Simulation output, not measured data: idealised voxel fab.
Presented below is a process module, voxel air gaps.
260 nm wide, 5 nm square cells: that's cross-section cut.
A cross-section is a grid of square cells, given in bands from the top down. A band is one or more rows of cells.
Per band: top height and bottom height in nm, followed by the left-to-right materials and their widths in nm; "all across" marks a single material spanning edge to edge, "air" marks empty space.
Basically, 0 is our baseline, since under it the wafer straight out of the box is all one material. The bottom band has no lower end and keeps on going down, so it looks like "0 -> down".
Quick explanation for "30->40": the width changes in equal steps down the rows of cells, from the first number in the band's top row to the second number in its bottom row.
Reading "nothing different" for a step: not a cell of the cross-section changed in it.
Listed in "Sealed void listing": every empty space of 8 or more cells without an open way to the top. Form: width x height at distance, the distance being from the left edge, all in nm.
after a step's settings: what the simulator itself notes on the step
The setting "overlay nm" may be written on the line of a step. When the step uses a mask, the value reports how far to the right of the planned place the mask lay, and a negative value reports that it lay to the left.
# Process steps foreseen in the plan
1,RECEIVE (material Si)
2,CONFORMAL_DEP (material SiO2; thk nm 10)
3,CONFORMAL_DEP (material SiCN; thk nm 5)
4,DIRECTIONAL_DEP (material SiO2; thk nm 35)
5,DIRECTIONAL_DEP (material aC; thk nm 15)
6,PATTERN (tone open; mask id LINES; material resist; width nm 25; pitch nm 50; thk nm 35; overlay nm 0)
7,DIRECTIONAL_ETCH (etch materials aC; depth nm 15)
8,STRIP (etch materials resist)
9,DIRECTIONAL_ETCH (etch materials SiO2; depth nm 35)
10,STRIP (etch materials aC)
11,CONFORMAL_DEP (material TiN; thk nm 5)
12,FILL_DEP (material W; thk nm 10)
13,CMP (height nm 50)
14,EPI (material Ru; thk nm 10)
15,SELECTIVE_ETCH (etch materials SiO2; depth nm 45)
16,CONFORMAL_DEP (material SiCN; thk nm 5)
# Wafer, first of two, run as planned
# As-received wafer cross-section (after step 1)
- 0 -> down | Si all across
- Sealed void listing: none
# Upon completion of step 2, the wafer appears in cross-section as shown
- 10 -> 0 | SiO2 all across
- Under 0: no change, same as before.
# Upon completion of step 3, the wafer appears in cross-section as shown
- 15 -> 10 | SiCN all across
- Under 10: no change, same as before.
# Upon completion of step 4, the wafer appears in cross-section as shown
- 50 -> 15 | SiO2 all across
- Under 15: no change, same as before.
# Upon completion of step 5, the wafer appears in cross-section as shown
- 65 -> 50 | aC all across
- Under 50: no change, same as before.
# Upon completion of step 6, the wafer appears in cross-section as shown
- 100 -> 65 | 40 resist / 25 air / 25 resist / 25 air / 25 resist / 25 air / 25 resist / 25 air / 45 resist
- Under 65: no change, same as before.
# Upon completion of step 7, the wafer appears in cross-section as shown
- 85 -> 65 | 40 resist / 25 air / 25 resist / 25 air / 25 resist / 25 air / 25 resist / 25 air / 45 resist
- 65 -> 50 | 40 aC / 25 air / 25 aC / 25 air / 25 aC / 25 air / 25 aC / 25 air / 45 aC
- Under 50: no change, same as before.
# Upon completion of step 8, the wafer appears in cross-section as shown
- 65 -> 50 | 40 aC / 25 air / 25 aC / 25 air / 25 aC / 25 air / 25 aC / 25 air / 45 aC
- Under 50: no change, same as before.
# Upon completion of step 9, the wafer appears in cross-section as shown
- 65 -> 50 | 40 aC / 25 air / 25 aC / 25 air / 25 aC / 25 air / 25 aC / 25 air / 45 aC
- 50 -> 15 | 40 SiO2 / 25 air / 25 SiO2 / 25 air / 25 SiO2 / 25 air / 25 SiO2 / 25 air / 45 SiO2
- Under 15: no change, same as before.
# Upon completion of step 10, the wafer appears in cross-section as shown
- 50 -> 15 | 40 SiO2 / 25 air / 25 SiO2 / 25 air / 25 SiO2 / 25 air / 25 SiO2 / 25 air / 45 SiO2
- Under 15: no change, same as before.
# Upon completion of step 11, the wafer appears in cross-section as shown
- 55 -> 50 | 45 TiN / 15 air / 35 TiN / 15 air / 35 TiN / 15 air / 35 TiN / 15 air / 50 TiN
- 50 -> 20 | 40 SiO2 / 5 TiN / 15 air / 5 TiN / 25 SiO2 / 5 TiN / 15 air / 5 TiN / 25 SiO2 / 5 TiN / 15 air / 5 TiN / 25 SiO2 / 5 TiN / 15 air / 5 TiN / 45 SiO2
- 20 -> 15 | 40 SiO2 / 25 TiN / 25 SiO2 / 25 TiN / 25 SiO2 / 25 TiN / 25 SiO2 / 25 TiN / 45 SiO2
- Under 15: no change, same as before.
# Upon completion of step 12, the wafer appears in cross-section as shown
- 65 -> 55 | W all across
- 55 -> 50 | 45 TiN / 15 W / 35 TiN / 15 W / 35 TiN / 15 W / 35 TiN / 15 W / 50 TiN
- 50 -> 20 | 40 SiO2 / 5 TiN / 15 W / 5 TiN / 25 SiO2 / 5 TiN / 15 W / 5 TiN / 25 SiO2 / 5 TiN / 15 W / 5 TiN / 25 SiO2 / 5 TiN / 15 W / 5 TiN / 45 SiO2
- Under 20: no change, same as before.
# Upon completion of step 13, the wafer appears in cross-section as shown
- 50 -> 20 | 40 SiO2 / 5 TiN / 15 W / 5 TiN / 25 SiO2 / 5 TiN / 15 W / 5 TiN / 25 SiO2 / 5 TiN / 15 W / 5 TiN / 25 SiO2 / 5 TiN / 15 W / 5 TiN / 45 SiO2
- Under 20: no change, same as before.
# Upon completion of step 14, the wafer appears in cross-section as shown
- 60 -> 50 | 30 air / 45 Ru / 5 air / 45 Ru / 5 air / 45 Ru / 5 air / 45 Ru / 35 air
- Under 50: no change, same as before.
# Upon completion of step 15, the wafer appears in cross-section as shown
- 60 -> 50 | 30 air / 45 Ru / 5 air / 45 Ru / 5 air / 45 Ru / 5 air / 45 Ru / 35 air
- 50 -> 20 | 40 air / 5 TiN / 15 W / 5 TiN / 25 air / 5 TiN / 15 W / 5 TiN / 25 air / 5 TiN / 15 W / 5 TiN / 25 air / 5 TiN / 15 W / 5 TiN / 45 air
- 20 -> 15 | 40 air / 25 TiN / 25 air / 25 TiN / 25 air / 25 TiN / 25 air / 25 TiN / 45 air
- Under 15: no change, same as before.
# Upon completion of step 16, the wafer appears in cross-section as shown
- 65 -> 60 | 25 air / 205 SiCN / 30 air
- 60 -> 50 | 25 air / 5 SiCN / 45 Ru / 5 SiCN / 45 Ru / 5 SiCN / 45 Ru / 5 SiCN / 45 Ru / 5 SiCN / 30 air
- 50 -> 45 | 25 air / 15 SiCN / 5 TiN / 15 W / 5 TiN / 25 SiCN / 5 TiN / 15 W / 5 TiN / 25 SiCN / 5 TiN / 15 W / 5 TiN / 25 SiCN / 5 TiN / 15 W / 5 TiN / 15 SiCN / 30 air
- 45 -> 20 | 35 air / 5 SiCN / 5 TiN / 15 W / 5 TiN / 5 SiCN / 15 air / 5 SiCN / 5 TiN / 15 W / 5 TiN / 5 SiCN / 15 air / 5 SiCN / 5 TiN / 15 W / 5 TiN / 5 SiCN / 15 air / 5 SiCN / 5 TiN / 15 W / 5 TiN / 5 SiCN / 40 air
- 20 -> 15 | 40 SiCN / 25 TiN / 25 SiCN / 25 TiN / 25 SiCN / 25 TiN / 25 SiCN / 25 TiN / 45 SiCN
- Under 15: no change, same as before.
- Sealed void listing: 15 x 25 at 70; 15 x 25 at 120; 15 x 25 at 170
# Okay, second wafer. Nothing different at the start, nothing different in the plan, just one mistake somewhere in the running. As far as step 5, counting that step, it's the first wafer all over again
# Second wafer at the planned finish of step 6, seen in cross-section
- 100 -> 65 | 45 resist / 20 air / 30 resist / 20 air / 30 resist / 20 air / 30 resist / 20 air / 45 resist
- Under 65: no change, same as before.
# Second wafer at the planned finish of step 7, seen in cross-section
- 85 -> 65 | 45 resist / 20 air / 30 resist / 20 air / 30 resist / 20 air / 30 resist / 20 air / 45 resist
- 65 -> 50 | 45 aC / 20 air / 30 aC / 20 air / 30 aC / 20 air / 30 aC / 20 air / 45 aC
- Under 50: no change, same as before.
# Second wafer at the planned finish of step 8, seen in cross-section
- 65 -> 50 | 45 aC / 20 air / 30 aC / 20 air / 30 aC / 20 air / 30 aC / 20 air / 45 aC
- Under 50: no change, same as before.
# Second wafer at the planned finish of step 9, seen in cross-section
- 65 -> 50 | 45 aC / 20 air / 30 aC / 20 air / 30 aC / 20 air / 30 aC / 20 air / 45 aC
- 50 -> 15 | 45 SiO2 / 20 air / 30 SiO2 / 20 air / 30 SiO2 / 20 air / 30 SiO2 / 20 air / 45 SiO2
- Under 15: no change, same as before.
# Second wafer at the planned finish of step 10, seen in cross-section
- 50 -> 15 | 45 SiO2 / 20 air / 30 SiO2 / 20 air / 30 SiO2 / 20 air / 30 SiO2 / 20 air / 45 SiO2
- Under 15: no change, same as before.
# Second wafer at the planned finish of step 11, seen in cross-section
- 55 -> 50 | 50 TiN / 10 air / 40 TiN / 10 air / 40 TiN / 10 air / 40 TiN / 10 air / 50 TiN
- 50 -> 20 | 45 SiO2 / 5 TiN / 10 air / 5 TiN / 30 SiO2 / 5 TiN / 10 air / 5 TiN / 30 SiO2 / 5 TiN / 10 air / 5 TiN / 30 SiO2 / 5 TiN / 10 air / 5 TiN / 45 SiO2
- 20 -> 15 | 45 SiO2 / 20 TiN / 30 SiO2 / 20 TiN / 30 SiO2 / 20 TiN / 30 SiO2 / 20 TiN / 45 SiO2
- Under 15: no change, same as before.
# Second wafer at the planned finish of step 12, seen in cross-section
- 65 -> 55 | W all across
- 55 -> 50 | 50 TiN / 10 W / 40 TiN / 10 W / 40 TiN / 10 W / 40 TiN / 10 W / 50 TiN
- 50 -> 20 | 45 SiO2 / 5 TiN / 10 W / 5 TiN / 30 SiO2 / 5 TiN / 10 W / 5 TiN / 30 SiO2 / 5 TiN / 10 W / 5 TiN / 30 SiO2 / 5 TiN / 10 W / 5 TiN / 45 SiO2
- Under 20: no change, same as before.
# Second wafer at the planned finish of step 13, seen in cross-section
- 50 -> 20 | 45 SiO2 / 5 TiN / 10 W / 5 TiN / 30 SiO2 / 5 TiN / 10 W / 5 TiN / 30 SiO2 / 5 TiN / 10 W / 5 TiN / 30 SiO2 / 5 TiN / 10 W / 5 TiN / 45 SiO2
- Under 20: no change, same as before.
# Second wafer at the planned finish of step 14, seen in cross-section
- 60 -> 50 | 35 air / 40 Ru / 10 air / 40 Ru / 10 air / 40 Ru / 10 air / 40 Ru / 35 air
- Under 50: no change, same as before.
# Second wafer at the planned finish of step 15, seen in cross-section
- 60 -> 50 | 35 air / 40 Ru / 10 air / 40 Ru / 10 air / 40 Ru / 10 air / 40 Ru / 35 air
- 50 -> 20 | 45 air / 5 TiN / 10 W / 5 TiN / 30 air / 5 TiN / 10 W / 5 TiN / 30 air / 5 TiN / 10 W / 5 TiN / 30 air / 5 TiN / 10 W / 5 TiN / 45 air
- 20 -> 15 | 45 air / 20 TiN / 30 air / 20 TiN / 30 air / 20 TiN / 30 air / 20 TiN / 45 air
- Under 15: no change, same as before.
# Second wafer at the planned finish of step 16, seen in cross-section
- 65 -> 60 | 30 air / 200 SiCN / 30 air
- 60 -> 50 | 30 air / 5 SiCN / 40 Ru / 10 SiCN / 40 Ru / 10 SiCN / 40 Ru / 10 SiCN / 40 Ru / 5 SiCN / 30 air
- 50 -> 45 | 30 air / 15 SiCN / 5 TiN / 10 W / 5 TiN / 30 SiCN / 5 TiN / 10 W / 5 TiN / 30 SiCN / 5 TiN / 10 W / 5 TiN / 30 SiCN / 5 TiN / 10 W / 5 TiN / 15 SiCN / 30 air
- 45 -> 20 | 40 air / 5 SiCN / 5 TiN / 10 W / 5 TiN / 5 SiCN / 20 air / 5 SiCN / 5 TiN / 10 W / 5 TiN / 5 SiCN / 20 air / 5 SiCN / 5 TiN / 10 W / 5 TiN / 5 SiCN / 20 air / 5 SiCN / 5 TiN / 10 W / 5 TiN / 5 SiCN / 40 air
- 20 -> 15 | 45 SiCN / 20 TiN / 30 SiCN / 20 TiN / 30 SiCN / 20 TiN / 30 SiCN / 20 TiN / 45 SiCN
- Under 15: no change, same as before.
- Sealed void listing: 20 x 25 at 70; 20 x 25 at 120; 20 x 25 at 170
Which mistake was made when the wafer was run? step 6 changed vs plan, executed as PATTERN (tone open; mask id LINES; material resist; width nm 20; pitch nm 50; thk nm 35; overlay nm 0)
Count the cells at the end and the second wafer has more or fewer of some materials than the first: Ru: 8 fewer | SiCN: 12 more | TiN: 4 fewer | W: 24 fewer
